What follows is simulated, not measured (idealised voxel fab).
The following process module bears the name voxel plated lines.
cross-section cut | 285 nm wide | cells 5 nm
Cross-section spec: square-cell grid; bands listed top down; each band is one or more rows. In this notation a band is specified by the heights of its top and bottom, in that order and in nm, after which its materials appear from left to right, each paired with its width in nm. The word "everywhere" attached to a single material means that material fills the band from edge to edge; the word "empty" stands for empty space. Heights are measured from 0, the level below which the as-received wafer is all one material; the lowest band has no bottom and continues downward, written as in "0 down". Width "30..40": first value at the band's top row of cells, second value at its bottom row, equal change from row to row. Any step labelled "stayed the same" changed none of the cells in the cross-section. Closed empty spaces (no open way to the top) of 8 cells or more are what "Entrapped voids" lists, each as width x height at distance from the left edge, nm for all three. On each step's line, the part that comes after the settings is the simulator's own comment on the step. Among the settings permitted on a step's line is "overlay nm"; applied to a step with a mask, it specifies the extent to which the mask lay to the right of its planned position, whereas a negative figure signifies a position to the left.

List of planned process steps:
- 1: RECEIVE,material Si
- 2: CONFORMAL_DEP,material Al2O3,thk nm 5
- 3: DIRECTIONAL_DEP,material TiN,thk nm 5
- 4: PATTERN,tone open,mask id LINES,material resist,width nm 25,pitch nm 55,thk nm 25,overlay nm 0
- 5: EPI,material Ru,thk nm 10
- 6: EPI,material Ru,thk nm 10
- 7: STRIP,etch materials resist
- 8: DIRECTIONAL_ETCH,etch materials TiN,depth nm 5
- 9: CONFORMAL_DEP,material SiCN,thk nm 10

So this is the incoming wafer in cross-section - it's already been through step 1:
* 0 down | Si everywhere
* Entrapped voids: none

Run as planned - first of the two wafers cross-sectioned at the end of the module:
* 40 to 30 | empty=90, SiCN=45, empty=10, SiCN=45, empty=95
* 30 to 15 | empty=90, SiCN=10, Ru=25, SiCN=10, empty=10, SiCN=10, Ru=25, SiCN=10, empty=95
* 15 to 10 | SiCN=100, Ru=25, SiCN=30, Ru=25, SiCN=105
* 10 to 5 | SiCN=100, TiN=25, SiCN=30, TiN=25, SiCN=105
* 5 to 0 | Al2O3 everywhere
* 0 down | Si everywhere
* Entrapped voids: none

This is the second of the two wafers, cross-sectioned at the end of the module; it started exactly like the first and was given the same plan, but it was run with one mistake:
* 40 to 30 | empty=100, SiCN=45, empty=10, SiCN=45, empty=85
* 30 to 15 | empty=100, SiCN=10, Ru=25, SiCN=10, empty=10, SiCN=10, Ru=25, SiCN=10, empty=85
* 15 to 10 | SiCN=110, Ru=25, SiCN=30, Ru=25, SiCN=95
* 10 to 5 | SiCN=110, TiN=25, SiCN=30, TiN=25, SiCN=95
* 5 to 0 | Al2O3 everywhere
* 0 down | Si everywhere
* Entrapped voids: none
Deviation from plan: step 4 was run on a setting that differed from the plan, and what really ran there is PATTERN,tone open,mask id LINES,material resist,width nm 25,pitch nm 55,thk nm 25,overlay nm 10
If you tally the cells, the second wafer ends up with the same amount of every material as the first; it's all just sitting in different places.
